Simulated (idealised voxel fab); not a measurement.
You're looking at the process module voxel transistor to metal.
Cross-section cut: width 165 nm, square cells of 5 nm.
Reading order for cross-sections: top band down to bottom band. Underlying form: a grid of square cells. Band size: one or more rows of cells. Band: top and bottom heights (nm) first, top before bottom; then materials from left to right, widths in nm. "edge to edge" marks a sole material filling the band edge to edge. "blank" denotes empty space. Height 0 is the level under which the wafer as received is all one material. The lowest band goes on downwards, as in "0..down". Top row gets the first number, bottom row gets the second, and each row in between changes by the same step: that is how a band width like "30..40" works. Where the words "nothing changed" appear for a step, the cross-section shows no cell changed by that step; every cell remained as before. The label "Closed void register" introduces a list of the empty spaces, 8 cells or larger, that have no open way up to the top; each entry in it reads width x height at distance, where the distance is taken from the left edge and all three are stated in nm. Whatever follows a step's settings on its line is a remark the simulator itself makes about that step. "overlay nm" denotes, for a step that has a mask, the displacement of the mask to the right of its planned place, with negative values corresponding to the left.
Listed below are the process steps as planned:
1) RECEIVE with material Si
2) OXIDIZE with depth nm 5
3) CONFORMAL_DEP with material SiN, thk nm 10
4) MASKED_ETCH with tone cover, mask id ACTIVE, width nm 115, etch materials SiN, depth nm 10, overlay nm 0
5) MASKED_ETCH with tone cover, mask id ACTIVE, width nm 115, etch materials SiO2, depth nm 5, overlay nm 0
6) MASKED_ETCH with tone cover, mask id ACTIVE, width nm 115, etch materials Si, depth nm 30, overlay nm 0
7) OXIDIZE with depth nm 5
8) FILL_DEP with material SiO2, thk nm 10
9) CMP with height nm 10
10) SELECTIVE_ETCH with etch materials SiO2, depth nm 5
11) STRIP with etch materials SiN
12) SELECTIVE_ETCH with etch materials SiO2, depth nm 5
13) OXIDIZE with depth nm 5
14) DIRECTIONAL_DEP with material polySi, thk nm 20
15) DIRECTIONAL_DEP with material SiCN, thk nm 15
16) DIRECTIONAL_DEP with material aC, thk nm 15
17) PATTERN with tone cover, mask id GATE, material resist, width nm 25, thk nm 35, overlay nm 0
18) DIRECTIONAL_ETCH with etch materials aC, depth nm 15
19) STRIP with etch materials resist
20) DIRECTIONAL_ETCH with etch materials SiCN, depth nm 25
21) DIRECTIONAL_ETCH with etch materials polySi, depth nm 30
22) STRIP with etch materials aC
23) CONFORMAL_DEP with material SiN, thk nm 10
24) DIRECTIONAL_ETCH with etch materials SiN, depth nm 10
25) DIRECTIONAL_ETCH with etch materials SiO2, depth nm 5
26) EPI with material pSi, thk nm 5
27) FILL_DEP with material SiO2, thk nm 5
28) CMP with height nm 15
29) STRIP with etch materials polySi
30) SELECTIVE_ETCH with etch materials SiO2, depth nm 5
31) CONFORMAL_DEP with material HfO2, thk nm 5
32) CONFORMAL_DEP with material TiN, thk nm 5
33) FILL_DEP with material W, thk nm 10
34) CMP with height nm 10
35) DIRECTIONAL_DEP with material SiO2, thk nm 15
36) DIRECTIONAL_DEP with material aC, thk nm 10
37) PATTERN with tone open, mask id CONTACT, material resist, width nm 20, pitch nm 85, thk nm 25, overlay nm 0
38) DIRECTIONAL_ETCH with etch materials aC, depth nm 10
39) STRIP with etch materials resist
40) DIRECTIONAL_ETCH with etch materials SiO2, depth nm 30
41) STRIP with etch materials aC
42) CONFORMAL_DEP with material TiN, thk nm 5
43) FILL_DEP with material W, thk nm 5
44) CMP with height nm 25
45) CONFORMAL_DEP with material SiCN, thk nm 5
46) DIRECTIONAL_DEP with material SiO2, thk nm 20
47) MASKED_ETCH with tone open, mask id METAL_1, width nm 20, pitch nm 85, etch materials SiO2, depth nm 20, overlay nm 0
48) MASKED_ETCH with tone open, mask id METAL_1, width nm 15, pitch nm 85, etch materials SiCN, depth nm 5, overlay nm 0
49) CONFORMAL_DEP with material TiN, thk nm 5
50) FILL_DEP with material Cu, thk nm 5
51) CMP with height nm 50
52) CONFORMAL_DEP with material SiCN, thk nm 5
Don't read the plan's width nm for step 48 as applying to every wafer: that's the first wafer's value, and the wafers differ in it, though they all start identical.
As received, i.e. after step 1: cross-section through the first of several wafers:
- 0..down  Si edge to edge
- Closed void register: none
End of the module, past its last step, step 52: how the first of several wafers looks in cross-section:
- 55..50  SiCN edge to edge
- 50..35  SiO2 30 nm  TiN 5 nm  Cu 10 nm  TiN 5 nm  SiO2 65 nm  TiN 5 nm  Cu 10 nm  TiN 5 nm  SiO2 30 nm
- 35..30  SiO2 30 nm  TiN 10 nm  Cu 5 nm  TiN 5 nm  SiO2 65 nm  TiN 10 nm  Cu 5 nm  TiN 5 nm  SiO2 30 nm
- 30..25  SiCN 35 nm  TiN 15 nm  SiCN 70 nm  TiN 15 nm  SiCN 30 nm
- 25..10  SiO2 30 nm  TiN 5 nm  W 10 nm  TiN 5 nm  SiO2 65 nm  TiN 5 nm  W 10 nm  TiN 5 nm  SiO2 30 nm
- 10..0  SiO2 30 nm  TiN 5 nm  W 10 nm  TiN 5 nm  SiO2 10 nm  SiN 10 nm  HfO2 5 nm  TiN 5 nm  W 5 nm  TiN 5 nm  HfO2 5 nm  SiN 10 nm  SiO2 10 nm  TiN 5 nm  W 10 nm  TiN 5 nm  SiO2 30 nm
- 0..-5  SiO2 20 nm  SiN 10 nm  TiN 20 nm  SiO2 10 nm  SiN 10 nm  HfO2 5 nm  TiN 15 nm  HfO2 5 nm  SiN 10 nm  SiO2 10 nm  TiN 20 nm  SiN 10 nm  SiO2 20 nm
- -5..-10  SiO2 30 nm  pSi 30 nm  SiO2 5 nm  HfO2 35 nm  SiO2 5 nm  pSi 30 nm  SiO2 30 nm
- -10..-40  SiO2 30 nm  Si 105 nm  SiO2 30 nm
- -40..down  Si edge to edge
- Closed void register: none
Here we cross-sectioned the last of the wafers once the module was done:
- 55..50  SiCN edge to edge
- 50..30  SiO2 30 nm  TiN 5 nm  Cu 10 nm  TiN 5 nm  SiO2 65 nm  TiN 5 nm  Cu 10 nm  TiN 5 nm  SiO2 30 nm
- 30..25  SiCN 30 nm  TiN 20 nm  SiCN 65 nm  TiN 20 nm  SiCN 30 nm
- 25..10  SiO2 30 nm  TiN 5 nm  W 10 nm  TiN 5 nm  SiO2 65 nm  TiN 5 nm  W 10 nm  TiN 5 nm  SiO2 30 nm
- 10..0  SiO2 30 nm  TiN 5 nm  W 10 nm  TiN 5 nm  SiO2 10 nm  SiN 10 nm  HfO2 5 nm  TiN 5 nm  W 5 nm  TiN 5 nm  HfO2 5 nm  SiN 10 nm  SiO2 10 nm  TiN 5 nm  W 10 nm  TiN 5 nm  SiO2 30 nm
- 0..-5  SiO2 20 nm  SiN 10 nm  TiN 20 nm  SiO2 10 nm  SiN 10 nm  HfO2 5 nm  TiN 15 nm  HfO2 5 nm  SiN 10 nm  SiO2 10 nm  TiN 20 nm  SiN 10 nm  SiO2 20 nm
- -5..-10  SiO2 30 nm  pSi 30 nm  SiO2 5 nm  HfO2 35 nm  SiO2 5 nm  pSi 30 nm  SiO2 30 nm
- -10..-40  SiO2 30 nm  Si 105 nm  SiO2 30 nm
- -40..down  Si edge to edge
- Closed void register: none
Wafer rows, end of module: cells per material gained (+) or lost (-) since receipt; closed voids last:
width nm 15 | +14 Cu | +13 HfO2 | -138 Si | +60 SiCN | +16 SiN | +305 SiO2 | +59 TiN | +22 W | +12 pSi | Closed void register: none
width nm 20 | +16 Cu | +13 HfO2 | -138 Si | +58 SiCN | +16 SiN | +305 SiO2 | +59 TiN | +22 W | +12 pSi | Closed void register: none
width nm 25 | +16 Cu | +13 HfO2 | -138 Si | +58 SiCN | +16 SiN | +305 SiO2 | +59 TiN | +22 W | +12 pSi | Closed void register: none
width nm 30 | +16 Cu | +13 HfO2 | -138 Si | +58 SiCN | +16 SiN | +305 SiO2 | +59 TiN | +22 W | +12 pSi | Closed void register: none
width nm 35 | +16 Cu | +13 HfO2 | -138 Si | +58 SiCN | +16 SiN | +305 SiO2 | +59 TiN | +22 W | +12 pSi | Closed void register: none
